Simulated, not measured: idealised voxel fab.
process module | voxel transistor to metal
cross-section cut | 295 nm wide | cells 5 nm
A cross-section is a grid of square cells, given in bands from the top down. A band is one or more rows of cells.
Each band's line starts with the height of the band's top and of its bottom, in nm. Then come its materials from left to right, each with its width in nm. One material with "throughout" fills the band from edge to edge. "air" is empty space.
Height 0 is the level under which the wafer as received is all one material. The lowest band goes on downwards, as in "0 down".
A width such as "30 to 40" changes by the same amount from each row of cells to the next, from the band's top row to its bottom row.
"no change" after a step means that no cell of the cross-section changed.
closed voids: empty space of 8 cells or more with no open way to the top, each as width x height at its distance from the left edge, in nm
after a step's settings: what the simulator itself notes on the step
overlay nm, on a step with a mask: how far to the right of its planned place the mask lay; to the left if negative
Each pair below shows a cross-section before one step and the cross-section after it, down to the lowest band that changed. The line under each pair gives the step between them, with its settings. The pairs can come from different runs of this module on the same starting wafer, so a pair continues from the pair above only where its "before" says so.
before
  0 down: Si throughout
  closed voids: none
after
  5 to 0: SiO2 throughout
  below 0: unchanged
  closed voids: none
the step between: op CONFORMAL_DEP | material SiO2 | thk nm 5
before: the cross-section after the pair above
after
  15 to 5: SiN throughout
  below 5: unchanged
  closed voids: none
the step between: op CONFORMAL_DEP | material SiN | thk nm 10
before: the cross-section after the pair above
after
  15 to 5: air 20 | SiN 115 | air 20 | SiN 115 | air 25
  below 5: unchanged
  closed voids: none
the step between: op MASKED_ETCH | tone cover | mask id ACTIVE | width nm 115 | pitch nm 135 | etch materials SiN | depth nm 10 | overlay nm 0
before: the cross-section after the pair above
after
  15 to 5: air 20 | SiN 115 | air 20 | SiN 115 | air 25
  5 to 0: air 20 | SiO2 115 | air 20 | SiO2 115 | air 25
  below 0: unchanged
  closed voids: none
the step between: op MASKED_ETCH | tone cover | mask id ACTIVE | width nm 115 | pitch nm 135 | etch materials SiO2 | depth nm 5 | overlay nm 0
before: the cross-section after the pair above
after
  15 to 5: air 20 | SiN 115 | air 20 | SiN 115 | air 25
  5 to 0: air 20 | SiO2 115 | air 20 | SiO2 115 | air 25
  0 to -20: air 20 | Si 115 | air 20 | Si 115 | air 25
  below -20: unchanged
  closed voids: none
the step between: op MASKED_ETCH | tone cover | mask id ACTIVE | width nm 115 | pitch nm 135 | etch materials Si | depth nm 20 | overlay nm 0
before: the cross-section after the pair above
after
  30 to 15: SiO2 throughout
  15 to 5: SiO2 20 | SiN 115 | SiO2 20 | SiN 115 | SiO2 25
  5 to 0: SiO2 throughout
  0 to -20: SiO2 20 | Si 115 | SiO2 20 | Si 115 | SiO2 25
  below -20: unchanged
  closed voids: none
the step between: op FILL_DEP | material SiO2 | thk nm 15
before: the cross-section after the pair above
after
  15 to 5: SiO2 20 | SiN 115 | SiO2 20 | SiN 115 | SiO2 25
  below 5: unchanged
  closed voids: none
the step between: op CMP | height nm 15
before: the cross-section after the pair above
after
  15 to 5: air 20 | SiN 115 | air 20 | SiN 115 | air 25
  below 5: unchanged
  closed voids: none
the step between: op SELECTIVE_ETCH | etch materials SiO2 | depth nm 10
before: the cross-section after the pair above
after
  5 to 0: SiO2 throughout
  below 0: unchanged
  closed voids: none
the step between: op STRIP | etch materials SiN
before: the cross-section after the pair above
after
  0 to -20: SiO2 20 | Si 115 | SiO2 20 | Si 115 | SiO2 25
  below -20: unchanged
  closed voids: none
the step between: op SELECTIVE_ETCH | etch materials SiO2 | depth nm 5
before: the cross-section after the pair above
after
  0 to -5: SiO2 throughout
  below -5: unchanged
  closed voids: none
the step between: op OXIDIZE | depth nm 5
before: the cross-section after the pair above
after
  30 to 0: polySi throughout
  below 0: unchanged
  closed voids: none
the step between: op DIRECTIONAL_DEP | material polySi | thk nm 30
before: the cross-section after the pair above
after
  45 to 30: SiCN throughout
  below 30: unchanged
  closed voids: none
the step between: op DIRECTIONAL_DEP | material SiCN | thk nm 15
before: the cross-section after the pair above
after
  60 to 45: aC throughout
  below 45: unchanged
  closed voids: none
the step between: op DIRECTIONAL_DEP | material aC | thk nm 15
before: the cross-section after the pair above
after
  95 to 60: air 65 | resist 25 | air 110 | resist 25 | air 70
  below 60: unchanged
  closed voids: none
the step between: op PATTERN | tone cover | mask id GATE | material resist | width nm 25 | pitch nm 135 | thk nm 35 | overlay nm 0
before: the cross-section after the pair above
after
  80 to 60: air 65 | resist 25 | air 110 | resist 25 | air 70
  60 to 45: air 65 | aC 25 | air 110 | aC 25 | air 70
  below 45: unchanged
  closed voids: none
the step between: op DIRECTIONAL_ETCH | etch materials aC | depth nm 15
before: the cross-section after the pair above
after
  60 to 45: air 65 | aC 25 | air 110 | aC 25 | air 70
  below 45: unchanged
  closed voids: none
the step between: op STRIP | etch materials resist
before: the cross-section after the pair above
after
  60 to 45: air 65 | aC 25 | air 110 | aC 25 | air 70
  45 to 30: air 65 | SiCN 25 | air 110 | SiCN 25 | air 70
  below 30: unchanged
  closed voids: none
the step between: op DIRECTIONAL_ETCH | etch materials SiCN | depth nm 25
before: the cross-section after the pair above
after
  60 to 45: air 65 | aC 25 | air 110 | aC 25 | air 70
  45 to 30: air 65 | SiCN 25 | air 110 | SiCN 25 | air 70
  30 to 0: air 65 | polySi 25 | air 110 | polySi 25 | air 70
  below 0: unchanged
  closed voids: none
the step between: op DIRECTIONAL_ETCH | etch materials polySi | depth nm 40
before: the cross-section after the pair above
after
  45 to 30: air 65 | SiCN 25 | air 110 | SiCN 25 | air 70
  below 30: unchanged
  closed voids: none
the step between: op STRIP | etch materials aC
before: the cross-section after the pair above
after
  50 to 45: air 60 | SiO2 35 | air 100 | SiO2 35 | air 65
  45 to 30: air 60 | SiO2 5 | SiCN 25 | SiO2 5 | air 100 | SiO2 5 | SiCN 25 | SiO2 5 | air 65
  30 to 5: air 60 | SiO2 5 | polySi 25 | SiO2 5 | air 100 | SiO2 5 | polySi 25 | SiO2 5 | air 65
  5 to 0: SiO2 65 | polySi 25 | SiO2 110 | polySi 25 | SiO2 70
  below 0: unchanged
  closed voids: none
the step between: op CONFORMAL_DEP | material SiO2 | thk nm 5
before: the cross-section after the pair above
after
  45 to 30: air 60 | SiO2 5 | SiCN 25 | SiO2 5 | air 100 | SiO2 5 | SiCN 25 | SiO2 5 | air 65
  30 to 0: air 60 | SiO2 5 | polySi 25 | SiO2 5 | air 100 | SiO2 5 | polySi 25 | SiO2 5 | air 65
  below 0: unchanged
  closed voids: none
the step between: op DIRECTIONAL_ETCH | etch materials SiO2 | depth nm 5
before: the cross-section after the pair above
after
  55 to 45: air 50 | SiN 55 | air 80 | SiN 55 | air 55
  45 to 30: air 50 | SiN 10 | SiO2 5 | SiCN 25 | SiO2 5 | SiN 10 | air 80 | SiN 10 | SiO2 5 | SiCN 25 | SiO2 5 | SiN 10 | air 55
  30 to 10: air 50 | SiN 10 | SiO2 5 | polySi 25 | SiO2 5 | SiN 10 | air 80 | SiN 10 | SiO2 5 | polySi 25 | SiO2 5 | SiN 10 | air 55
  10 to 0: SiN 60 | SiO2 5 | polySi 25 | SiO2 5 | SiN 100 | SiO2 5 | polySi 25 | SiO2 5 | SiN 65
  below 0: unchanged
  closed voids: none
the step between: op CONFORMAL_DEP | material SiN | thk nm 10
before: the cross-section after the pair above
after
  45 to 30: air 50 | SiN 10 | SiO2 5 | SiCN 25 | SiO2 5 | SiN 10 | air 80 | SiN 10 | SiO2 5 | SiCN 25 | SiO2 5 | SiN 10 | air 55
  30 to 0: air 50 | SiN 10 | SiO2 5 | polySi 25 | SiO2 5 | SiN 10 | air 80 | SiN 10 | SiO2 5 | polySi 25 | SiO2 5 | SiN 10 | air 55
  below 0: unchanged
  closed voids: none
the step between: op DIRECTIONAL_ETCH | etch materials SiN | depth nm 10
before: the cross-section after the pair above
after
  45 to 40: air 50 | SiN 10 | air 5 | SiCN 25 | air 5 | SiN 10 | air 80 | SiN 10 | air 5 | SiCN 25 | air 5 | SiN 10 | air 55
  40 to 30: air 50 | SiN 10 | SiO2 5 | SiCN 25 | SiO2 5 | SiN 10 | air 80 | SiN 10 | SiO2 5 | SiCN 25 | SiO2 5 | SiN 10 | air 55
  30 to 0: air 50 | SiN 10 | SiO2 5 | polySi 25 | SiO2 5 | SiN 10 | air 80 | SiN 10 | SiO2 5 | polySi 25 | SiO2 5 | SiN 10 | air 55
  0 to -5: air 50 | SiO2 55 | air 80 | SiO2 55 | air 55
  below -5: unchanged
  closed voids: none
the step between: op DIRECTIONAL_ETCH | etch materials SiO2 | depth nm 5
before: the cross-section after the pair above
after
  45 to 40: air 50 | SiN 10 | air 5 | SiCN 25 | air 5 | SiN 10 | air 80 | SiN 10 | air 5 | SiCN 25 | air 5 | SiN 10 | air 55
  40 to 30: air 50 | SiN 10 | SiO2 5 | SiCN 25 | SiO2 5 | SiN 10 | air 80 | SiN 10 | SiO2 5 | SiCN 25 | SiO2 5 | SiN 10 | air 55
  30 to 0: air 50 | SiN 10 | SiO2 5 | polySi 25 | SiO2 5 | SiN 10 | air 80 | SiN 10 | SiO2 5 | polySi 25 | SiO2 5 | SiN 10 | air 55
  0 to -5: air 50 | SiO2 55 | air 80 | SiO2 55 | air 55
  -5 to -15: SiO2 20 | air 30 | Si 55 | air 30 | SiO2 20 | air 30 | Si 55 | air 30 | SiO2 25
  below -15: unchanged
  closed voids: none
the step between: op DIRECTIONAL_ETCH | etch materials Si | depth nm 10
before: the cross-section after the pair above
after
  45 to 40: air 50 | SiN 10 | air 5 | SiCN 25 | air 5 | SiN 10 | air 80 | SiN 10 | air 5 | SiCN 25 | air 5 | SiN 10 | air 55
  40 to 30: air 50 | SiN 10 | SiO2 5 | SiCN 25 | SiO2 5 | SiN 10 | air 80 | SiN 10 | SiO2 5 | SiCN 25 | SiO2 5 | SiN 10 | air 55
  30 to 5: air 50 | SiN 10 | SiO2 5 | polySi 25 | SiO2 5 | SiN 10 | air 80 | SiN 10 | SiO2 5 | polySi 25 | SiO2 5 | SiN 10 | air 55
  5 to 0: air 40 | SiGe 10 | SiN 10 | SiO2 5 | polySi 25 | SiO2 5 | SiN 10 | SiGe 10 | air 60 | SiGe 10 | SiN 10 | SiO2 5 | polySi 25 | SiO2 5 | SiN 10 | SiGe 10 | air 45
  0 to -5: air 40 | SiGe 10 | SiO2 55 | SiGe 10 | air 60 | SiGe 10 | SiO2 55 | SiGe 10 | air 45
  -5 to -15: SiO2 20 | SiGe 30 | Si 55 | SiGe 30 | SiO2 20 | SiGe 30 | Si 55 | SiGe 30 | SiO2 25
  below -15: unchanged
  closed voids: none
the step between: op EPI | material SiGe | thk nm 10
before: the cross-section after the pair above
after
  50 to 45: SiO2 throughout
  45 to 30: SiO2 50 | SiN 10 | SiO2 5 | SiCN 25 | SiO2 5 | SiN 10 | SiO2 80 | SiN 10 | SiO2 5 | SiCN 25 | SiO2 5 | SiN 10 | SiO2 55
  30 to 5: SiO2 50 | SiN 10 | SiO2 5 | polySi 25 | SiO2 5 | SiN 10 | SiO2 80 | SiN 10 | SiO2 5 | polySi 25 | SiO2 5 | SiN 10 | SiO2 55
  5 to 0: SiO2 40 | SiGe 10 | SiN 10 | SiO2 5 | polySi 25 | SiO2 5 | SiN 10 | SiGe 10 | SiO2 60 | SiGe 10 | SiN 10 | SiO2 5 | polySi 25 | SiO2 5 | SiN 10 | SiGe 10 | SiO2 45
  0 to -5: SiO2 40 | SiGe 10 | SiO2 55 | SiGe 10 | SiO2 60 | SiGe 10 | SiO2 55 | SiGe 10 | SiO2 45
  below -5: unchanged
  closed voids: none
the step between: op FILL_DEP | material SiO2 | thk nm 5
before: the cross-section after the pair above
after
  30 to 5: SiO2 50 | SiN 10 | SiO2 5 | polySi 25 | SiO2 5 | SiN 10 | SiO2 80 | SiN 10 | SiO2 5 | polySi 25 | SiO2 5 | SiN 10 | SiO2 55
  below 5: unchanged
  closed voids: none
the step between: op CMP | height nm 30
before: the cross-section after the pair above
after
  30 to 5: SiO2 50 | SiN 10 | SiO2 5 | air 25 | SiO2 5 | SiN 10 | SiO2 80 | SiN 10 | SiO2 5 | air 25 | SiO2 5 | SiN 10 | SiO2 55
  5 to 0: SiO2 40 | SiGe 10 | SiN 10 | SiO2 5 | air 25 | SiO2 5 | SiN 10 | SiGe 10 | SiO2 60 | SiGe 10 | SiN 10 | SiO2 5 | air 25 | SiO2 5 | SiN 10 | SiGe 10 | SiO2 45
  below 0: unchanged
  closed voids: none
the step between: op STRIP | etch materials polySi
before: the cross-section after the pair above
after
  30 to 25: air 50 | SiN 10 | air 35 | SiN 10 | air 80 | SiN 10 | air 35 | SiN 10 | air 55
  25 to 5: SiO2 50 | SiN 10 | air 35 | SiN 10 | SiO2 80 | SiN 10 | air 35 | SiN 10 | SiO2 55
  5 to 0: SiO2 40 | SiGe 10 | SiN 10 | air 35 | SiN 10 | SiGe 10 | SiO2 60 | SiGe 10 | SiN 10 | air 35 | SiN 10 | SiGe 10 | SiO2 45
  0 to -5: SiO2 40 | SiGe 10 | SiO2 10 | air 35 | SiO2 10 | SiGe 10 | SiO2 60 | SiGe 10 | SiO2 10 | air 35 | SiO2 10 | SiGe 10 | SiO2 45
  below -5: unchanged
  closed voids: none
the step between: op SELECTIVE_ETCH | etch materials SiO2 | depth nm 5
before: the cross-section after the pair above
after
  35 to 30: air 45 | HfO2 20 | air 25 | HfO2 20 | air 70 | HfO2 20 | air 25 | HfO2 20 | air 50
  30 to 25: HfO2 50 | SiN 10 | HfO2 5 | air 25 | HfO2 5 | SiN 10 | HfO2 80 | SiN 10 | HfO2 5 | air 25 | HfO2 5 | SiN 10 | HfO2 55
  25 to 5: SiO2 50 | SiN 10 | HfO2 5 | air 25 | HfO2 5 | SiN 10 | SiO2 80 | SiN 10 | HfO2 5 | air 25 | HfO2 5 | SiN 10 | SiO2 55
  5 to 0: SiO2 40 | SiGe 10 | SiN 10 | HfO2 5 | air 25 | HfO2 5 | SiN 10 | SiGe 10 | SiO2 60 | SiGe 10 | SiN 10 | HfO2 5 | air 25 | HfO2 5 | SiN 10 | SiGe 10 | SiO2 45
  0 to -5: SiO2 40 | SiGe 10 | SiO2 10 | HfO2 35 | SiO2 10 | SiGe 10 | SiO2 60 | SiGe 10 | SiO2 10 | HfO2 35 | SiO2 10 | SiGe 10 | SiO2 45
  below -5: unchanged
  closed voids: none
the step between: op CONFORMAL_DEP | material HfO2 | thk nm 5
before: the cross-section after the pair above
after
  40 to 35: air 40 | TiN 30 | air 15 | TiN 30 | air 60 | TiN 30 | air 15 | TiN 30 | air 45
  35 to 30: TiN 45 | HfO2 20 | TiN 5 | air 15 | TiN 5 | HfO2 20 | TiN 70 | HfO2 20 | TiN 5 | air 15 | TiN 5 | HfO2 20 | TiN 50
  30 to 25: HfO2 50 | SiN 10 | HfO2 5 | TiN 5 | air 15 | TiN 5 | HfO2 5 | SiN 10 | HfO2 80 | SiN 10 | HfO2 5 | TiN 5 | air 15 | TiN 5 | HfO2 5 | SiN 10 | HfO2 55
  25 to 5: SiO2 50 | SiN 10 | HfO2 5 | TiN 5 | air 15 | TiN 5 | HfO2 5 | SiN 10 | SiO2 80 | SiN 10 | HfO2 5 | TiN 5 | air 15 | TiN 5 | HfO2 5 | SiN 10 | SiO2 55
  5 to 0: SiO2 40 | SiGe 10 | SiN 10 | HfO2 5 | TiN 25 | HfO2 5 | SiN 10 | SiGe 10 | SiO2 60 | SiGe 10 | SiN 10 | HfO2 5 | TiN 25 | HfO2 5 | SiN 10 | SiGe 10 | SiO2 45
  below 0: unchanged
  closed voids: none
the step between: op CONFORMAL_DEP | material TiN | thk nm 5
before: the cross-section after the pair above
after
  50 to 40: W throughout
  40 to 35: W 40 | TiN 30 | W 15 | TiN 30 | W 60 | TiN 30 | W 15 | TiN 30 | W 45
  35 to 30: TiN 45 | HfO2 20 | TiN 5 | W 15 | TiN 5 | HfO2 20 | TiN 70 | HfO2 20 | TiN 5 | W 15 | TiN 5 | HfO2 20 | TiN 50
  30 to 25: HfO2 50 | SiN 10 | HfO2 5 | TiN 5 | W 15 | TiN 5 | HfO2 5 | SiN 10 | HfO2 80 | SiN 10 | HfO2 5 | TiN 5 | W 15 | TiN 5 | HfO2 5 | SiN 10 | HfO2 55
  25 to 5: SiO2 50 | SiN 10 | HfO2 5 | TiN 5 | W 15 | TiN 5 | HfO2 5 | SiN 10 | SiO2 80 | SiN 10 | HfO2 5 | TiN 5 | W 15 | TiN 5 | HfO2 5 | SiN 10 | SiO2 55
  below 5: unchanged
  closed voids: none
the step between: op FILL_DEP | material W | thk nm 10
before: the cross-section after the pair above
after
  25 to 5: SiO2 50 | SiN 10 | HfO2 5 | TiN 5 | W 15 | TiN 5 | HfO2 5 | SiN 10 | SiO2 80 | SiN 10 | HfO2 5 | TiN 5 | W 15 | TiN 5 | HfO2 5 | SiN 10 | SiO2 55
  below 5: unchanged
  closed voids: none
the step between: op CMP | height nm 25
before: the cross-section after the pair above
after
  35 to 25: SiO2 throughout
  below 25: unchanged
  closed voids: none
the step between: op DIRECTIONAL_DEP | material SiO2 | thk nm 10
before: the cross-section after the pair above
after
  35 to 25: SiO2 25 | air 20 | SiO2 65 | air 20 | SiO2 30 | air 20 | SiO2 65 | air 20 | SiO2 30
  25 to 5: SiO2 25 | air 20 | SiO2 5 | SiN 10 | HfO2 5 | TiN 5 | W 15 | TiN 5 | HfO2 5 | SiN 10 | SiO2 5 | air 20 | SiO2 30 | air 20 | SiO2 5 | SiN 10 | HfO2 5 | TiN 5 | W 15 | TiN 5 | HfO2 5 | SiN 10 | SiO2 5 | air 20 | SiO2 30
  5 to 0: SiO2 25 | air 15 | SiGe 10 | SiN 10 | HfO2 5 | TiN 25 | HfO2 5 | SiN 10 | SiGe 10 | air 15 | SiO2 30 | air 15 | SiGe 10 | SiN 10 | HfO2 5 | TiN 25 | HfO2 5 | SiN 10 | SiGe 10 | air 15 | SiO2 30
  0 to -5: SiO2 25 | air 15 | SiGe 10 | SiO2 10 | HfO2 35 | SiO2 10 | SiGe 10 | air 15 | SiO2 30 | air 15 | SiGe 10 | SiO2 10 | HfO2 35 | SiO2 10 | SiGe 10 | air 15 | SiO2 30
  below -5: unchanged
  closed voids: none
the step between: op MASKED_ETCH | tone open | mask id CONTACT | width nm 20 | etch materials SiO2 | depth nm 40 | overlay nm 0
before: the cross-section after the pair above
after
  40 to 35: TiN 30 | air 10 | TiN 75 | air 10 | TiN 40 | air 10 | TiN 75 | air 10 | TiN 35
  35 to 25: SiO2 25 | TiN 5 | air 10 | TiN 5 | SiO2 65 | TiN 5 | air 10 | TiN 5 | SiO2 30 | TiN 5 | air 10 | TiN 5 | SiO2 65 | TiN 5 | air 10 | TiN 5 | SiO2 30
  25 to 10: SiO2 25 | TiN 5 | air 10 | TiN 5 | SiO2 5 | SiN 10 | HfO2 5 | TiN 5 | W 15 | TiN 5 | HfO2 5 | SiN 10 | SiO2 5 | TiN 5 | air 10 | TiN 5 | SiO2 30 | TiN 5 | air 10 | TiN 5 | SiO2 5 | SiN 10 | HfO2 5 | TiN 5 | W 15 | TiN 5 | HfO2 5 | SiN 10 | SiO2 5 | TiN 5 | air 10 | TiN 5 | SiO2 30
  10 to 5: SiO2 25 | TiN 5 | air 5 | TiN 10 | SiO2 5 | SiN 10 | HfO2 5 | TiN 5 | W 15 | TiN 5 | HfO2 5 | SiN 10 | SiO2 5 | TiN 10 | air 5 | TiN 5 | SiO2 30 | TiN 5 | air 5 | TiN 10 | SiO2 5 | SiN 10 | HfO2 5 | TiN 5 | W 15 | TiN 5 | HfO2 5 | SiN 10 | SiO2 5 | TiN 10 | air 5 | TiN 5 | SiO2 30
  5 to 0: SiO2 25 | TiN 5 | air 5 | TiN 5 | SiGe 10 | SiN 10 | HfO2 5 | TiN 25 | HfO2 5 | SiN 10 | SiGe 10 | TiN 5 | air 5 | TiN 5 | SiO2 30 | TiN 5 | air 5 | TiN 5 | SiGe 10 | SiN 10 | HfO2 5 | TiN 25 | HfO2 5 | SiN 10 | SiGe 10 | TiN 5 | air 5 | TiN 5 | SiO2 30
  0 to -5: SiO2 25 | TiN 15 | SiGe 10 | SiO2 10 | HfO2 35 | SiO2 10 | SiGe 10 | TiN 15 | SiO2 30 | TiN 15 | SiGe 10 | SiO2 10 | HfO2 35 | SiO2 10 | SiGe 10 | TiN 15 | SiO2 30
  below -5: unchanged
  closed voids: none
the step between: op CONFORMAL_DEP | material TiN | thk nm 5
before: the cross-section after the pair above
after
  45 to 40: W throughout
  40 to 35: TiN 30 | W 10 | TiN 75 | W 10 | TiN 40 | W 10 | TiN 75 | W 10 | TiN 35
  35 to 25: SiO2 25 | TiN 5 | W 10 | TiN 5 | SiO2 65 | TiN 5 | W 10 | TiN 5 | SiO2 30 | TiN 5 | W 10 | TiN 5 | SiO2 65 | TiN 5 | W 10 | TiN 5 | SiO2 30
  25 to 10: SiO2 25 | TiN 5 | W 10 | TiN 5 | SiO2 5 | SiN 10 | HfO2 5 | TiN 5 | W 15 | TiN 5 | HfO2 5 | SiN 10 | SiO2 5 | TiN 5 | W 10 | TiN 5 | SiO2 30 | TiN 5 | W 10 | TiN 5 | SiO2 5 | SiN 10 | HfO2 5 | TiN 5 | W 15 | TiN 5 | HfO2 5 | SiN 10 | SiO2 5 | TiN 5 | W 10 | TiN 5 | SiO2 30
  10 to 5: SiO2 25 | TiN 5 | W 5 | TiN 10 | SiO2 5 | SiN 10 | HfO2 5 | TiN 5 | W 15 | TiN 5 | HfO2 5 | SiN 10 | SiO2 5 | TiN 10 | W 5 | TiN 5 | SiO2 30 | TiN 5 | W 5 | TiN 10 | SiO2 5 | SiN 10 | HfO2 5 | TiN 5 | W 15 | TiN 5 | HfO2 5 | SiN 10 | SiO2 5 | TiN 10 | W 5 | TiN 5 | SiO2 30
  5 to 0: SiO2 25 | TiN 5 | W 5 | TiN 5 | SiGe 10 | SiN 10 | HfO2 5 | TiN 25 | HfO2 5 | SiN 10 | SiGe 10 | TiN 5 | W 5 | TiN 5 | SiO2 30 | TiN 5 | W 5 | TiN 5 | SiGe 10 | SiN 10 | HfO2 5 | TiN 25 | HfO2 5 | SiN 10 | SiGe 10 | TiN 5 | W 5 | TiN 5 | SiO2 30
  below 0: unchanged
  closed voids: none
the step between: op FILL_DEP | material W | thk nm 5
before: the cross-section after the pair above
after
  35 to 25: SiO2 25 | TiN 5 | W 10 | TiN 5 | SiO2 65 | TiN 5 | W 10 | TiN 5 | SiO2 30 | TiN 5 | W 10 | TiN 5 | SiO2 65 | TiN 5 | W 10 | TiN 5 | SiO2 30
  below 25: unchanged
  closed voids: none
the step between: op CMP | height nm 35
before: the cross-section after the pair above
after
  40 to 35: SiN throughout
  below 35: unchanged
  closed voids: none
the step between: op CONFORMAL_DEP | material SiN | thk nm 5
before: the cross-section after the pair above
after
  55 to 40: lowk throughout
  below 40: unchanged
  closed voids: none
the step between: op DIRECTIONAL_DEP | material lowk | thk nm 15
before: the cross-section after the pair above
after
  55 to 40: lowk 25 | air 20 | lowk 65 | air 20 | lowk 30 | air 20 | lowk 65 | air 20 | lowk 30
  below 40: unchanged
  closed voids: none
the step between: op MASKED_ETCH | tone open | mask id METAL_1 | width nm 20 | etch materials lowk | depth nm 15 | overlay nm 0
before: the cross-section after the pair above
after
  55 to 40: lowk 25 | air 20 | lowk 65 | air 20 | lowk 30 | air 20 | lowk 65 | air 20 | lowk 30
  40 to 35: SiN 25 | air 20 | SiN 65 | air 20 | SiN 30 | air 20 | SiN 65 | air 20 | SiN 30
  below 35: unchanged
  closed voids: none
the step between: op MASKED_ETCH | tone open | mask id METAL_1 | width nm 20 | etch materials SiN | depth nm 5 | overlay nm 0
before: the cross-section after the pair above
after
  60 to 55: TiN 30 | air 10 | TiN 75 | air 10 | TiN 40 | air 10 | TiN 75 | air 10 | TiN 35
  55 to 40: lowk 25 | TiN 5 | air 10 | TiN 5 | lowk 65 | TiN 5 | air 10 | TiN 5 | lowk 30 | TiN 5 | air 10 | TiN 5 | lowk 65 | TiN 5 | air 10 | TiN 5 | lowk 30
  40 to 35: SiN 25 | TiN 20 | SiN 65 | TiN 20 | SiN 30 | TiN 20 | SiN 65 | TiN 20 | SiN 30
  below 35: unchanged
  closed voids: none
the step between: op CONFORMAL_DEP | material TiN | thk nm 5
before: the cross-section after the pair above
after
  70 to 60: Cu throughout
  60 to 55: TiN 30 | Cu 10 | TiN 75 | Cu 10 | TiN 40 | Cu 10 | TiN 75 | Cu 10 | TiN 35
  55 to 40: lowk 25 | TiN 5 | Cu 10 | TiN 5 | lowk 65 | TiN 5 | Cu 10 | TiN 5 | lowk 30 | TiN 5 | Cu 10 | TiN 5 | lowk 65 | TiN 5 | Cu 10 | TiN 5 | lowk 30
  below 40: unchanged
  closed voids: none
the step between: op FILL_DEP | material Cu | thk nm 10
before: the cross-section after the pair above
after
  55 to 40: lowk 25 | TiN 5 | Cu 10 | TiN 5 | lowk 65 | TiN 5 | Cu 10 | TiN 5 | lowk 30 | TiN 5 | Cu 10 | TiN 5 | lowk 65 | TiN 5 | Cu 10 | TiN 5 | lowk 30
  below 40: unchanged
  closed voids: none
the step between: op CMP | height nm 55
before: the cross-section after the pair above
after
  60 to 55: SiCN throughout
  below 55: unchanged
  closed voids: none
the step between: op CONFORMAL_DEP | material SiCN | thk nm 5
before: the cross-section after the pair above
after
  90 to 60: lowk throughout
  below 60: unchanged
  closed voids: none
the step between: op DIRECTIONAL_DEP | material lowk | thk nm 30
before: the cross-section after the pair above
after
  100 to 90: aC throughout
  below 90: unchanged
  closed voids: none
the step between: op DIRECTIONAL_DEP | material aC | thk nm 10
before: the cross-section after the pair above
after
  130 to 100: resist 25 | air 15 | resist 120 | air 15 | resist 120
  below 100: unchanged
  closed voids: none
the step between: op PATTERN | tone open | mask id METAL_2_HOLES | material resist | width nm 15 | pitch nm 135 | thk nm 30 | overlay nm 0
before: the cross-section after the pair above
after
  120 to 100: resist 25 | air 15 | resist 120 | air 15 | resist 120
  100 to 90: aC 25 | air 15 | aC 120 | air 15 | aC 120
  below 90: unchanged
  closed voids: none
the step between: op DIRECTIONAL_ETCH | etch materials aC | depth nm 10
before: the cross-section after the pair above
after
  100 to 90: aC 25 | air 15 | aC 120 | air 15 | aC 120
  below 90: unchanged
  closed voids: none
the step between: op STRIP | etch materials resist
before: the cross-section after the pair above
after
  100 to 90: aC 25 | air 15 | aC 120 | air 15 | aC 120
  90 to 60: lowk 25 | air 15 | lowk 120 | air 15 | lowk 120
  below 60: unchanged
  closed voids: none
the step between: op DIRECTIONAL_ETCH | etch materials lowk | depth nm 30
before: the cross-section after the pair above
after
  90 to 60: lowk 25 | air 15 | lowk 120 | air 15 | lowk 120
  below 60: unchanged
  closed voids: none
the step between: op STRIP | etch materials aC
before: the cross-section after the pair above
after
  105 to 90: resist 25 | air 20 | resist 115 | air 20 | resist 115
  below 90: unchanged
  closed voids: none
the step between: op PATTERN | tone open | mask id METAL_2 | material resist | width nm 20 | pitch nm 135 | thk nm 15 | overlay nm 0
before: the cross-section after the pair above
after
  105 to 90: resist 25 | air 20 | resist 115 | air 20 | resist 115
  90 to 75: lowk 25 | air 20 | lowk 115 | air 20 | lowk 115
  below 75: unchanged
  closed voids: none
the step between: op DIRECTIONAL_ETCH | etch materials lowk | depth nm 15
before: the cross-section after the pair above
after
  105 to 90: resist 25 | air 20 | resist 115 | air 20 | resist 115
  90 to 75: lowk 25 | air 20 | lowk 115 | air 20 | lowk 115
  75 to 60: lowk 25 | air 15 | lowk 120 | air 15 | lowk 120
  60 to 55: SiCN 25 | air 15 | SiCN 120 | air 15 | SiCN 120
  below 55: unchanged
  closed voids: none
the step between: op DIRECTIONAL_ETCH | etch materials SiCN | depth nm 5
before: the cross-section after the pair above
after
  90 to 75: lowk 25 | air 20 | lowk 115 | air 20 | lowk 115
  below 75: unchanged
  closed voids: none
the step between: op STRIP | etch materials resist
before: the cross-section after the pair above
after
  95 to 90: TiN 30 | air 10 | TiN 125 | air 10 | TiN 120
  90 to 80: lowk 25 | TiN 5 | air 10 | TiN 5 | lowk 115 | TiN 5 | air 10 | TiN 5 | lowk 115
  80 to 75: lowk 25 | TiN 5 | air 5 | TiN 10 | lowk 115 | TiN 5 | air 5 | TiN 10 | lowk 115
  75 to 60: lowk 25 | TiN 5 | air 5 | TiN 5 | lowk 120 | TiN 5 | air 5 | TiN 5 | lowk 120
  60 to 55: SiCN 25 | TiN 15 | SiCN 120 | TiN 15 | SiCN 120
  below 55: unchanged
  closed voids: none
the step between: op CONFORMAL_DEP | material TiN | thk nm 5
before: the cross-section after the pair above
after
  105 to 95: Ru throughout
  95 to 90: TiN 30 | Ru 10 | TiN 125 | Ru 10 | TiN 120
  90 to 80: lowk 25 | TiN 5 | Ru 10 | TiN 5 | lowk 115 | TiN 5 | Ru 10 | TiN 5 | lowk 115
  80 to 75: lowk 25 | TiN 5 | Ru 5 | TiN 10 | lowk 115 | TiN 5 | Ru 5 | TiN 10 | lowk 115
  75 to 60: lowk 25 | TiN 5 | Ru 5 | TiN 5 | lowk 120 | TiN 5 | Ru 5 | TiN 5 | lowk 120
  below 60: unchanged
  closed voids: none
the step between: op FILL_DEP | material Ru | thk nm 10
before: the cross-section after the pair above
after
  90 to 80: lowk 25 | TiN 5 | Ru 10 | TiN 5 | lowk 115 | TiN 5 | Ru 10 | TiN 5 | lowk 115
  below 80: unchanged
  closed voids: none
the step between: op CMP | height nm 90
before: the cross-section after the pair above
after
  95 to 90: SiCN throughout
  below 90: unchanged
  closed voids: none
the step between: op CONFORMAL_DEP | material SiCN | thk nm 5
